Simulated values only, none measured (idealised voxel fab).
This section sets out a process module, namely voxel fin reveal.
Section cut is 155 nm wide and gridded with 5 nm square cells.
Cross-section spec: square-cell grid; bands listed top down; each band is one or more rows.
First you get the band's top height and its bottom height, in nm, and then the materials it's made of, left to right, with each width in nm. If you see a single material with "edge to edge", that one covers the band edge to edge. "empty" is empty space.
Height reference: 0 = level under which incoming wafer is all one material. Lowest band: no bottom, runs on downward, e.g. "0..down".
Width "30->40": first value at the band's top row of cells, second value at its bottom row, equal change from row to row.
Where the words "stayed the same" appear for a step, the cross-section shows no cell changed by that step; every cell remained as before.
Any empty space of 8 cells or more lacking an open way to the top shows up in "Enclosed empty spaces" as width x height at distance, distance from the left edge, in nm.
Step line, after settings: the simulator's comment on this step.
A step line may carry the setting "overlay nm", which, for steps involving a mask, states the distance by which the mask lay to the right of its intended position; negative values denote displacement to the left.

# Steps in the process plan
- 1: RECEIVE [material Si]
- 2: CONFORMAL_DEP [material SiN] [thk nm 10]
- 3: DIRECTIONAL_DEP [material aC] [thk nm 15]
- 4: PATTERN [tone cover] [mask id FINS] [material resist] [width nm 15] [pitch nm 40] [thk nm 30] [overlay nm 0]
- 5: DIRECTIONAL_ETCH [etch materials aC] [depth nm 15]
- 6: STRIP [etch materials resist]
- 7: DIRECTIONAL_ETCH [etch materials SiN] [depth nm 10]
- 8: DIRECTIONAL_ETCH [etch materials Si] [depth nm 30]
- 9: STRIP [etch materials aC]
- 10: FILL_DEP [material SiO2] [thk nm 15]
- 11: CMP [height nm 10]
- 12: SELECTIVE_ETCH [etch materials SiO2] [depth nm 30]
- 13: STRIP [etch materials SiN]
- 14: CONFORMAL_DEP [material HfO2] [thk nm 5]

# First of two wafers: run as planned

# Here's what the wafer looked like in cross-section when it arrived - that's after step 1
	0..down  Si edge to edge
	Enclosed empty spaces: none

# Cross-section of the wafer subsequent to step 2
	10..0  SiN edge to edge
	Everything under 0 stays put, no change at all.

# Cross-section of the wafer subsequent to step 3
	25..10  aC edge to edge
	Everything under 10 stays put, no change at all.

# Cross-section of the wafer subsequent to step 4
	55..25  50 empty, then 15 resist, then 25 empty, then 15 resist, then 50 empty
	Everything under 25 stays put, no change at all.

# Cross-section of the wafer subsequent to step 5
	40..25  50 empty, then 15 resist, then 25 empty, then 15 resist, then 50 empty
	25..10  50 empty, then 15 aC, then 25 empty, then 15 aC, then 50 empty
	Everything under 10 stays put, no change at all.

# Cross-section of the wafer subsequent to step 6
	25..10  50 empty, then 15 aC, then 25 empty, then 15 aC, then 50 empty
	Everything under 10 stays put, no change at all.

# Cross-section of the wafer subsequent to step 7
	25..10  50 empty, then 15 aC, then 25 empty, then 15 aC, then 50 empty
	10..0  50 empty, then 15 SiN, then 25 empty, then 15 SiN, then 50 empty
	Everything under 0 stays put, no change at all.

# Cross-section of the wafer subsequent to step 8
	25..10  50 empty, then 15 aC, then 25 empty, then 15 aC, then 50 empty
	10..0  50 empty, then 15 SiN, then 25 empty, then 15 SiN, then 50 empty
	0..-30  50 empty, then 15 Si, then 25 empty, then 15 Si, then 50 empty
	Everything under -30 stays put, no change at all.

# Cross-section of the wafer subsequent to step 9
	10..0  50 empty, then 15 SiN, then 25 empty, then 15 SiN, then 50 empty
	Everything under 0 stays put, no change at all.

# Cross-section of the wafer subsequent to step 10
	25..10  SiO2 edge to edge
	10..0  50 SiO2, then 15 SiN, then 25 SiO2, then 15 SiN, then 50 SiO2
	0..-30  50 SiO2, then 15 Si, then 25 SiO2, then 15 Si, then 50 SiO2
	Everything under -30 stays put, no change at all.

# Cross-section of the wafer subsequent to step 11
	10..0  50 SiO2, then 15 SiN, then 25 SiO2, then 15 SiN, then 50 SiO2
	Everything under 0 stays put, no change at all.

# Cross-section of the wafer subsequent to step 12
	10..0  50 empty, then 15 SiN, then 25 empty, then 15 SiN, then 50 empty
	0..-20  50 empty, then 15 Si, then 25 empty, then 15 Si, then 50 empty
	Everything under -20 stays put, no change at all.

# Cross-section of the wafer subsequent to step 13
	0..-20  50 empty, then 15 Si, then 25 empty, then 15 Si, then 50 empty
	Everything under -20 stays put, no change at all.

# Cross-section of the wafer subsequent to step 14
	5..0  45 empty, then 25 HfO2, then 15 empty, then 25 HfO2, then 45 empty
	0..-15  45 empty, then 5 HfO2, then 15 Si, then 5 HfO2, then 15 empty, then 5 HfO2, then 15 Si, then 5 HfO2, then 45 empty
	-15..-20  50 HfO2, then 15 Si, then 25 HfO2, then 15 Si, then 50 HfO2
	Everything under -20 stays put, no change at all.

# Second wafer: same start and same plan as the first, one execution error; identical to the first through step 3

# Second wafer: cross-section at the scheduled end of step 4
	55..25  50 resist, then 15 empty, then 25 resist, then 15 empty, then 50 resist
	Everything under 25 stays put, no change at all.

# Second wafer: cross-section at the scheduled end of step 5
	40..25  50 resist, then 15 empty, then 25 resist, then 15 empty, then 50 resist
	25..10  50 aC, then 15 empty, then 25 aC, then 15 empty, then 50 aC
	Everything under 10 stays put, no change at all.

# Second wafer: cross-section at the scheduled end of step 6
	25..10  50 aC, then 15 empty, then 25 aC, then 15 empty, then 50 aC
	Everything under 10 stays put, no change at all.

# Second wafer: cross-section at the scheduled end of step 7
	25..10  50 aC, then 15 empty, then 25 aC, then 15 empty, then 50 aC
	10..0  50 SiN, then 15 empty, then 25 SiN, then 15 empty, then 50 SiN
	Everything under 0 stays put, no change at all.

# Second wafer: cross-section at the scheduled end of step 8
	25..10  50 aC, then 15 empty, then 25 aC, then 15 empty, then 50 aC
	10..0  50 SiN, then 15 empty, then 25 SiN, then 15 empty, then 50 SiN
	0..-30  50 Si, then 15 empty, then 25 Si, then 15 empty, then 50 Si
	Everything under -30 stays put, no change at all.

# Second wafer: cross-section at the scheduled end of step 9
	10..0  50 SiN, then 15 empty, then 25 SiN, then 15 empty, then 50 SiN
	Everything under 0 stays put, no change at all.

# Second wafer: cross-section at the scheduled end of step 10
	25..10  SiO2 edge to edge
	10..0  50 SiN, then 15 SiO2, then 25 SiN, then 15 SiO2, then 50 SiN
	0..-30  50 Si, then 15 SiO2, then 25 Si, then 15 SiO2, then 50 Si
	Everything under -30 stays put, no change at all.

# Second wafer: cross-section at the scheduled end of step 11
	10..0  50 SiN, then 15 SiO2, then 25 SiN, then 15 SiO2, then 50 SiN
	Everything under 0 stays put, no change at all.

# Second wafer: cross-section at the scheduled end of step 12
	10..0  50 SiN, then 15 empty, then 25 SiN, then 15 empty, then 50 SiN
	0..-20  50 Si, then 15 empty, then 25 Si, then 15 empty, then 50 Si
	Everything under -20 stays put, no change at all.

# Second wafer: cross-section at the scheduled end of step 13
	0..-20  50 Si, then 15 empty, then 25 Si, then 15 empty, then 50 Si
	Everything under -20 stays put, no change at all.

# Second wafer: cross-section at the scheduled end of step 14
	5..0  55 HfO2, then 5 empty, then 35 HfO2, then 5 empty, then 55 HfO2
	0..-15  50 Si, then 5 HfO2, then 5 empty, then 5 HfO2, then 25 Si, then 5 HfO2, then 5 empty, then 5 HfO2, then 50 Si
	-15..-20  50 Si, then 15 HfO2, then 25 Si, then 15 HfO2, then 50 Si
	Everything under -20 stays put, no change at all.
Processing error: step 4 deviated from plan and actually ran as PATTERN [tone open] [mask id FINS] [material resist] [width nm 15] [pitch nm 40] [thk nm 30] [overlay nm 0]
End check, counted in cells, second wafer has more or fewer of these materials than the first: 114 more of Si; 38 fewer of SiO2
